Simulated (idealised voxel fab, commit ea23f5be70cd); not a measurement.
The following is a process module called voxel wiring stack.
Square cells of 5 nm make up the cross-section cut, whose width is 280 nm.
This document writes a cross-section as a grid whose cells are square, and gives it as bands, listed from the top down; one or more rows of cells form a band. Band: top height; bottom height; in nm. Then, left to right: material with width in nm, for each material. "throughout": a single material spanning edge to edge. "empty": empty space. It should be noted that heights are counted from 0, beneath which the wafer as supplied is of one material throughout, and that the lowest band possesses no lower boundary but continues downward, as written in "0 down". A width given as "30->40" starts at the first number in the band's top row and ends at the second number in its bottom row, shifting by an equal amount at every step from row to row. Where the words "remains unaltered" appear for a step, the cross-section shows no cell changed by that step; every cell remained as before. In the "Cavities, closed" entry, you get each enclosed empty space of 8 cells or more, one with no open way to the top, written width x height at distance, distance from the left edge, in nm. Note: text after step settings on the step line = simulator remark on that step. overlay nm: step with mask; distance mask lay right of planned place; negative value = left of planned place.
# Here's what the planned process steps look like
- 1: RECEIVE | material Si
- 2: CONFORMAL_DEP | material SiO2 | thk nm 10
- 3: CONFORMAL_DEP | material SiN | thk nm 5
- 4: DIRECTIONAL_DEP | material SiO2 | thk nm 20
- 5: MASKED_ETCH | tone open | mask id METAL_1 | width nm 20 | pitch nm 40 | etch materials SiO2 | depth nm 20 | overlay nm 0
- 6: MASKED_ETCH | tone open | mask id METAL_1 | width nm 20 | pitch nm 40 | etch materials SiN | depth nm 5 | overlay nm 0
- 7: CONFORMAL_DEP | material TiN | thk nm 5
- 8: FILL_DEP | material Ru | thk nm 10
- 9: CMP | height nm 35
- 10: CONFORMAL_DEP | material SiCN | thk nm 5
- 11: DIRECTIONAL_DEP | material SiO2 | thk nm 15
- 12: MASKED_ETCH | tone open | mask id PLUG_1 | width nm 15 | pitch nm 80 | etch materials SiO2 | depth nm 15 | overlay nm 0
- 13: MASKED_ETCH | tone open | mask id PLUG_1 | width nm 15 | pitch nm 80 | etch materials SiCN | depth nm 5 | overlay nm 0
- 14: CONFORMAL_DEP | material TiN | thk nm 5
- 15: FILL_DEP | material W | thk nm 5
- 16: CMP | height nm 55
- 17: CONFORMAL_DEP | material SiN | thk nm 5
- 18: DIRECTIONAL_DEP | material lowk | thk nm 20
- 19: MASKED_ETCH | tone open | mask id METAL_2 | width nm 20 | pitch nm 40 | etch materials lowk | depth nm 20 | overlay nm 0
- 20: MASKED_ETCH | tone open | mask id METAL_2 | width nm 20 | pitch nm 40 | etch materials SiN | depth nm 5 | overlay nm 0
- 21: CONFORMAL_DEP | material TiN | thk nm 5
- 22: FILL_DEP | material Cu | thk nm 5
- 23: CMP | height nm 80
- 24: CONFORMAL_DEP | material SiCN | thk nm 5
- 25: DIRECTIONAL_DEP | material lowk | thk nm 35
- 26: MASKED_ETCH | tone open | mask id METAL_3 | width nm 20 | pitch nm 40 | etch materials lowk | depth nm 20 | overlay nm 0
- 27: DIRECTIONAL_DEP | material aC | thk nm 10
- 28: PATTERN | tone open | mask id METAL_3_HOLES | material resist | width nm 15 | pitch nm 80 | thk nm 25 | overlay nm 0
- 29: DIRECTIONAL_ETCH | etch materials aC | depth nm 10
- 30: STRIP | etch materials resist
- 31: DIRECTIONAL_ETCH | etch materials lowk | depth nm 15
- 32: DIRECTIONAL_ETCH | etch materials SiCN | depth nm 5
- 33: STRIP | etch materials aC
- 34: CONFORMAL_DEP | material TiN | thk nm 5
- 35: FILL_DEP | material Cu | thk nm 10
- 36: CMP | height nm 120
- 37: CONFORMAL_DEP | material SiN | thk nm 5
# So, the first of our two wafers, run just as we planned it
# Step 1 complete: cross-section of the wafer as received
    0 down = Si throughout
    Cavities, closed: none
# Cross-section of the wafer after step 2
    10 to 0 = SiO2 throughout
    Note: structure below 0 unchanged.
# Cross-section of the wafer after step 3
    15 to 10 = SiN throughout
    Note: structure below 10 unchanged.
# Cross-section of the wafer after step 4
    35 to 15 = SiO2 throughout
    Note: structure below 15 unchanged.
# Cross-section of the wafer after step 5
    35 to 15 = 90 of SiO2 / 20 of empty / 20 of SiO2 / 20 of empty / 20 of SiO2 / 20 of empty / 90 of SiO2
    Note: structure below 15 unchanged.
# Cross-section of the wafer after step 6
    35 to 15 = 90 of SiO2 / 20 of empty / 20 of SiO2 / 20 of empty / 20 of SiO2 / 20 of empty / 90 of SiO2
    15 to 10 = 90 of SiN / 20 of empty / 20 of SiN / 20 of empty / 20 of SiN / 20 of empty / 90 of SiN
    Note: structure below 10 unchanged.
# Cross-section of the wafer after step 7
    40 to 35 = 95 of TiN / 10 of empty / 30 of TiN / 10 of empty / 30 of TiN / 10 of empty / 95 of TiN
    35 to 15 = 90 of SiO2 / 5 of TiN / 10 of empty / 5 of TiN / 20 of SiO2 / 5 of TiN / 10 of empty / 5 of TiN / 20 of SiO2 / 5 of TiN / 10 of empty / 5 of TiN / 90 of SiO2
    15 to 10 = 90 of SiN / 20 of TiN / 20 of SiN / 20 of TiN / 20 of SiN / 20 of TiN / 90 of SiN
    Note: structure below 10 unchanged.
# Cross-section of the wafer after step 8
    50 to 40 = Ru throughout
    40 to 35 = 95 of TiN / 10 of Ru / 30 of TiN / 10 of Ru / 30 of TiN / 10 of Ru / 95 of TiN
    35 to 15 = 90 of SiO2 / 5 of TiN / 10 of Ru / 5 of TiN / 20 of SiO2 / 5 of TiN / 10 of Ru / 5 of TiN / 20 of SiO2 / 5 of TiN / 10 of Ru / 5 of TiN / 90 of SiO2
    Note: structure below 15 unchanged.
# Cross-section of the wafer after step 9
    35 to 15 = 90 of SiO2 / 5 of TiN / 10 of Ru / 5 of TiN / 20 of SiO2 / 5 of TiN / 10 of Ru / 5 of TiN / 20 of SiO2 / 5 of TiN / 10 of Ru / 5 of TiN / 90 of SiO2
    Note: structure below 15 unchanged.
# Cross-section of the wafer after step 10
    40 to 35 = SiCN throughout
    Note: structure below 35 unchanged.
# Cross-section of the wafer after step 11
    55 to 40 = SiO2 throughout
    Note: structure below 40 unchanged.
# Cross-section of the wafer after step 12
    55 to 40 = 90 of SiO2 / 15 of empty / 65 of SiO2 / 15 of empty / 95 of SiO2
    Note: structure below 40 unchanged.
# Cross-section of the wafer after step 13
    55 to 40 = 90 of SiO2 / 15 of empty / 65 of SiO2 / 15 of empty / 95 of SiO2
    40 to 35 = 90 of SiCN / 15 of empty / 65 of SiCN / 15 of empty / 95 of SiCN
    Note: structure below 35 unchanged.
# Cross-section of the wafer after step 14
    60 to 55 = 95 of TiN / 5 of empty / 75 of TiN / 5 of empty / 100 of TiN
    55 to 40 = 90 of SiO2 / 5 of TiN / 5 of empty / 5 of TiN / 65 of SiO2 / 5 of TiN / 5 of empty / 5 of TiN / 95 of SiO2
    40 to 35 = 90 of SiCN / 15 of TiN / 65 of SiCN / 15 of TiN / 95 of SiCN
    Note: structure below 35 unchanged.
# Cross-section of the wafer after step 15
    65 to 60 = W throughout
    60 to 55 = 95 of TiN / 5 of W / 75 of TiN / 5 of W / 100 of TiN
    55 to 40 = 90 of SiO2 / 5 of TiN / 5 of W / 5 of TiN / 65 of SiO2 / 5 of TiN / 5 of W / 5 of TiN / 95 of SiO2
    Note: structure below 40 unchanged.
# Cross-section of the wafer after step 16
    55 to 40 = 90 of SiO2 / 5 of TiN / 5 of W / 5 of TiN / 65 of SiO2 / 5 of TiN / 5 of W / 5 of TiN / 95 of SiO2
    Note: structure below 40 unchanged.
# Cross-section of the wafer after step 17
    60 to 55 = SiN throughout
    Note: structure below 55 unchanged.
# Cross-section of the wafer after step 18
    80 to 60 = lowk throughout
    Note: structure below 60 unchanged.
# Cross-section of the wafer after step 19
    80 to 60 = 90 of lowk / 20 of empty / 20 of lowk / 20 of empty / 20 of lowk / 20 of empty / 90 of lowk
    Note: structure below 60 unchanged.
# Cross-section of the wafer after step 20
    80 to 60 = 90 of lowk / 20 of empty / 20 of lowk / 20 of empty / 20 of lowk / 20 of empty / 90 of lowk
    60 to 55 = 90 of SiN / 20 of empty / 20 of SiN / 20 of empty / 20 of SiN / 20 of empty / 90 of SiN
    Note: structure below 55 unchanged.
# Cross-section of the wafer after step 21
    85 to 80 = 95 of TiN / 10 of empty / 30 of TiN / 10 of empty / 30 of TiN / 10 of empty / 95 of TiN
    80 to 60 = 90 of lowk / 5 of TiN / 10 of empty / 5 of TiN / 20 of lowk / 5 of TiN / 10 of empty / 5 of TiN / 20 of lowk / 5 of TiN / 10 of empty / 5 of TiN / 90 of lowk
    60 to 55 = 90 of SiN / 20 of TiN / 20 of SiN / 20 of TiN / 20 of SiN / 20 of TiN / 90 of SiN
    Note: structure below 55 unchanged.
# Cross-section of the wafer after step 22
    90 to 85 = Cu throughout
    85 to 80 = 95 of TiN / 10 of Cu / 30 of TiN / 10 of Cu / 30 of TiN / 10 of Cu / 95 of TiN
    80 to 60 = 90 of lowk / 5 of TiN / 10 of Cu / 5 of TiN / 20 of lowk / 5 of TiN / 10 of Cu / 5 of TiN / 20 of lowk / 5 of TiN / 10 of Cu / 5 of TiN / 90 of lowk
    Note: structure below 60 unchanged.
# Cross-section of the wafer after step 23
    80 to 60 = 90 of lowk / 5 of TiN / 10 of Cu / 5 of TiN / 20 of lowk / 5 of TiN / 10 of Cu / 5 of TiN / 20 of lowk / 5 of TiN / 10 of Cu / 5 of TiN / 90 of lowk
    Note: structure below 60 unchanged.
# Cross-section of the wafer after step 24
    85 to 80 = SiCN throughout
    Note: structure below 80 unchanged.
# Cross-section of the wafer after step 25
    120 to 85 = lowk throughout
    Note: structure below 85 unchanged.
# Cross-section of the wafer after step 26
    120 to 100 = 90 of lowk / 20 of empty / 20 of lowk / 20 of empty / 20 of lowk / 20 of empty / 90 of lowk
    Note: structure below 100 unchanged.
# Cross-section of the wafer after step 27
    130 to 120 = 90 of aC / 20 of empty / 20 of aC / 20 of empty / 20 of aC / 20 of empty / 90 of aC
    120 to 110 = 90 of lowk / 20 of empty / 20 of lowk / 20 of empty / 20 of lowk / 20 of empty / 90 of lowk
    110 to 100 = 90 of lowk / 20 of aC / 20 of lowk / 20 of aC / 20 of lowk / 20 of aC / 90 of lowk
    Note: structure below 100 unchanged.
# Cross-section of the wafer after step 28
    155 to 130 = 90 of resist / 15 of empty / 65 of resist / 15 of empty / 95 of resist
    130 to 120 = 90 of aC / 15 of empty / 5 of resist / 20 of aC / 20 of resist / 20 of aC / 15 of empty / 5 of resist / 90 of aC
    120 to 110 = 90 of lowk / 15 of empty / 5 of resist / 20 of lowk / 20 of resist / 20 of lowk / 15 of empty / 5 of resist / 90 of lowk
    Note: structure below 110 unchanged.
# Cross-section of the wafer after step 29
    145 to 130 = 90 of resist / 15 of empty / 65 of resist / 15 of empty / 95 of resist
    130 to 120 = 90 of aC / 15 of empty / 5 of resist / 20 of aC / 20 of resist / 20 of aC / 15 of empty / 5 of resist / 90 of aC
    120 to 110 = 90 of lowk / 15 of empty / 5 of resist / 20 of lowk / 20 of resist / 20 of lowk / 15 of empty / 5 of resist / 90 of lowk
    110 to 100 = 90 of lowk / 15 of empty / 5 of aC / 20 of lowk / 20 of aC / 20 of lowk / 15 of empty / 5 of aC / 90 of lowk
    Note: structure below 100 unchanged.
# Cross-section of the wafer after step 30
    130 to 120 = 90 of aC / 20 of empty / 20 of aC / 20 of empty / 20 of aC / 20 of empty / 90 of aC
    120 to 110 = 90 of lowk / 20 of empty / 20 of lowk / 20 of empty / 20 of lowk / 20 of empty / 90 of lowk
    Note: structure below 110 unchanged.
# Cross-section of the wafer after step 31
    130 to 120 = 90 of aC / 20 of empty / 20 of aC / 20 of empty / 20 of aC / 20 of empty / 90 of aC
    120 to 110 = 90 of lowk / 20 of empty / 20 of lowk / 20 of empty / 20 of lowk / 20 of empty / 90 of lowk
    110 to 100 = 90 of lowk / 15 of empty / 5 of aC / 20 of lowk / 20 of aC / 20 of lowk / 15 of empty / 5 of aC / 90 of lowk
    100 to 85 = 90 of lowk / 15 of empty / 65 of lowk / 15 of empty / 95 of lowk
    Note: structure below 85 unchanged.
# Cross-section of the wafer after step 32
    130 to 120 = 90 of aC / 20 of empty / 20 of aC / 20 of empty / 20 of aC / 20 of empty / 90 of aC
    120 to 110 = 90 of lowk / 20 of empty / 20 of lowk / 20 of empty / 20 of lowk / 20 of empty / 90 of lowk
    110 to 100 = 90 of lowk / 15 of empty / 5 of aC / 20 of lowk / 20 of aC / 20 of lowk / 15 of empty / 5 of aC / 90 of lowk
    100 to 85 = 90 of lowk / 15 of empty / 65 of lowk / 15 of empty / 95 of lowk
    85 to 80 = 90 of SiCN / 15 of empty / 65 of SiCN / 15 of empty / 95 of SiCN
    Note: structure below 80 unchanged.
# Cross-section of the wafer after step 33
    120 to 100 = 90 of lowk / 20 of empty / 20 of lowk / 20 of empty / 20 of lowk / 20 of empty / 90 of lowk
    Note: structure below 100 unchanged.
# Cross-section of the wafer after step 34
    125 to 120 = 95 of TiN / 10 of empty / 30 of TiN / 10 of empty / 30 of TiN / 10 of empty / 95 of TiN
    120 to 105 = 90 of lowk / 5 of TiN / 10 of empty / 5 of TiN / 20 of lowk / 5 of TiN / 10 of empty / 5 of TiN / 20 of lowk / 5 of TiN / 10 of empty / 5 of TiN / 90 of lowk
    105 to 100 = 90 of lowk / 5 of TiN / 5 of empty / 10 of TiN / 20 of lowk / 20 of TiN / 20 of lowk / 5 of TiN / 5 of empty / 10 of TiN / 90 of lowk
    100 to 85 = 90 of lowk / 5 of TiN / 5 of empty / 5 of TiN / 65 of lowk / 5 of TiN / 5 of empty / 5 of TiN / 95 of lowk
    85 to 80 = 90 of SiCN / 15 of TiN / 65 of SiCN / 15 of TiN / 95 of SiCN
    Note: structure below 80 unchanged.
# Cross-section of the wafer after step 35
    135 to 125 = Cu throughout
    125 to 120 = 95 of TiN / 10 of Cu / 30 of TiN / 10 of Cu / 30 of TiN / 10 of Cu / 95 of TiN
    120 to 105 = 90 of lowk / 5 of TiN / 10 of Cu / 5 of TiN / 20 of lowk / 5 of TiN / 10 of Cu / 5 of TiN / 20 of lowk / 5 of TiN / 10 of Cu / 5 of TiN / 90 of lowk
    105 to 100 = 90 of lowk / 5 of TiN / 5 of Cu / 10 of TiN / 20 of lowk / 20 of TiN / 20 of lowk / 5 of TiN / 5 of Cu / 10 of TiN / 90 of lowk
    100 to 85 = 90 of lowk / 5 of TiN / 5 of Cu / 5 of TiN / 65 of lowk / 5 of TiN / 5 of Cu / 5 of TiN / 95 of lowk
    Note: structure below 85 unchanged.
# Cross-section of the wafer after step 36
    120 to 105 = 90 of lowk / 5 of TiN / 10 of Cu / 5 of TiN / 20 of lowk / 5 of TiN / 10 of Cu / 5 of TiN / 20 of lowk / 5 of TiN / 10 of Cu / 5 of TiN / 90 of lowk
    Note: structure below 105 unchanged.
# Cross-section of the wafer after step 37
    125 to 120 = SiN throughout
    Note: structure below 120 unchanged.
# Now the other wafer: same start, same recipe, but we messed up one thing when running it. Up to and including step 24 it's the same as the first one
# when step 25 should have ended
    155 to 85 = lowk throughout
    Note: structure below 85 unchanged.
# when step 26 should have ended
    155 to 135 = 90 of lowk / 20 of empty / 20 of lowk / 20 of empty / 20 of lowk / 20 of empty / 90 of lowk
    Note: structure below 135 unchanged.
# when step 27 should have ended
    165 to 155 = 90 of aC / 20 of empty / 20 of aC / 20 of empty / 20 of aC / 20 of empty / 90 of aC
    155 to 145 = 90 of lowk / 20 of empty / 20 of lowk / 20 of empty / 20 of lowk / 20 of empty / 90 of lowk
    145 to 135 = 90 of lowk / 20 of aC / 20 of lowk / 20 of aC / 20 of lowk / 20 of aC / 90 of lowk
    Note: structure below 135 unchanged.
# when step 28 should have ended
    190 to 165 = 90 of resist / 15 of empty / 65 of resist / 15 of empty / 95 of resist
    165 to 155 = 90 of aC / 15 of empty / 5 of resist / 20 of aC / 20 of resist / 20 of aC / 15 of empty / 5 of resist / 90 of aC
    155 to 145 = 90 of lowk / 15 of empty / 5 of resist / 20 of lowk / 20 of resist / 20 of lowk / 15 of empty / 5 of resist / 90 of lowk
    Note: structure below 145 unchanged.
# when step 29 should have ended
    180 to 165 = 90 of resist / 15 of empty / 65 of resist / 15 of empty / 95 of resist
    165 to 155 = 90 of aC / 15 of empty / 5 of resist / 20 of aC / 20 of resist / 20 of aC / 15 of empty / 5 of resist / 90 of aC
    155 to 145 = 90 of lowk / 15 of empty / 5 of resist / 20 of lowk / 20 of resist / 20 of lowk / 15 of empty / 5 of resist / 90 of lowk
    145 to 135 = 90 of lowk / 15 of empty / 5 of aC / 20 of lowk / 20 of aC / 20 of lowk / 15 of empty / 5 of aC / 90 of lowk
    Note: structure below 135 unchanged.
# when step 30 should have ended
    165 to 155 = 90 of aC / 20 of empty / 20 of aC / 20 of empty / 20 of aC / 20 of empty / 90 of aC
    155 to 145 = 90 of lowk / 20 of empty / 20 of lowk / 20 of empty / 20 of lowk / 20 of empty / 90 of lowk
    Note: structure below 145 unchanged.
# when step 31 should have ended
    165 to 155 = 90 of aC / 20 of empty / 20 of aC / 20 of empty / 20 of aC / 20 of empty / 90 of aC
    155 to 145 = 90 of lowk / 20 of empty / 20 of lowk / 20 of empty / 20 of lowk / 20 of empty / 90 of lowk
    145 to 135 = 90 of lowk / 15 of empty / 5 of aC / 20 of lowk / 20 of aC / 20 of lowk / 15 of empty / 5 of aC / 90 of lowk
    135 to 120 = 90 of lowk / 15 of empty / 65 of lowk / 15 of empty / 95 of lowk
    Note: structure below 120 unchanged.
when step 32 should have ended: remains unaltered
# when step 33 should have ended
    155 to 135 = 90 of lowk / 20 of empty / 20 of lowk / 20 of empty / 20 of lowk / 20 of empty / 90 of lowk
    Note: structure below 135 unchanged.
# when step 34 should have ended
    160 to 155 = 95 of TiN / 10 of empty / 30 of TiN / 10 of empty / 30 of TiN / 10 of empty / 95 of TiN
    155 to 140 = 90 of lowk / 5 of TiN / 10 of empty / 5 of TiN / 20 of lowk / 5 of TiN / 10 of empty / 5 of TiN / 20 of lowk / 5 of TiN / 10 of empty / 5 of TiN / 90 of lowk
    140 to 135 = 90 of lowk / 5 of TiN / 5 of empty / 10 of TiN / 20 of lowk / 20 of TiN / 20 of lowk / 5 of TiN / 5 of empty / 10 of TiN / 90 of lowk
    135 to 125 = 90 of lowk / 5 of TiN / 5 of empty / 5 of TiN / 65 of lowk / 5 of TiN / 5 of empty / 5 of TiN / 95 of lowk
    125 to 120 = 90 of lowk / 15 of TiN / 65 of lowk / 15 of TiN / 95 of lowk
    Note: structure below 120 unchanged.
# when step 35 should have ended
    170 to 160 = Cu throughout
    160 to 155 = 95 of TiN / 10 of Cu / 30 of TiN / 10 of Cu / 30 of TiN / 10 of Cu / 95 of TiN
    155 to 140 = 90 of lowk / 5 of TiN / 10 of Cu / 5 of TiN / 20 of lowk / 5 of TiN / 10 of Cu / 5 of TiN / 20 of lowk / 5 of TiN / 10 of Cu / 5 of TiN / 90 of lowk
    140 to 135 = 90 of lowk / 5 of TiN / 5 of Cu / 10 of TiN / 20 of lowk / 20 of TiN / 20 of lowk / 5 of TiN / 5 of Cu / 10 of TiN / 90 of lowk
    135 to 125 = 90 of lowk / 5 of TiN / 5 of Cu / 5 of TiN / 65 of lowk / 5 of TiN / 5 of Cu / 5 of TiN / 95 of lowk
    Note: structure below 125 unchanged.
# when step 36 should have ended
    120 to 85 = lowk throughout
    Note: structure below 85 unchanged.
# when step 37 should have ended
    125 to 120 = SiN throughout
    Note: structure below 120 unchanged.
Short version of what went wrong: regarding the plan, step 25 was run twice
Heads up, by the end the second wafer has more or fewer cells of some materials compared to the first: Cu -26, SiCN +6, TiN -46, lowk +66
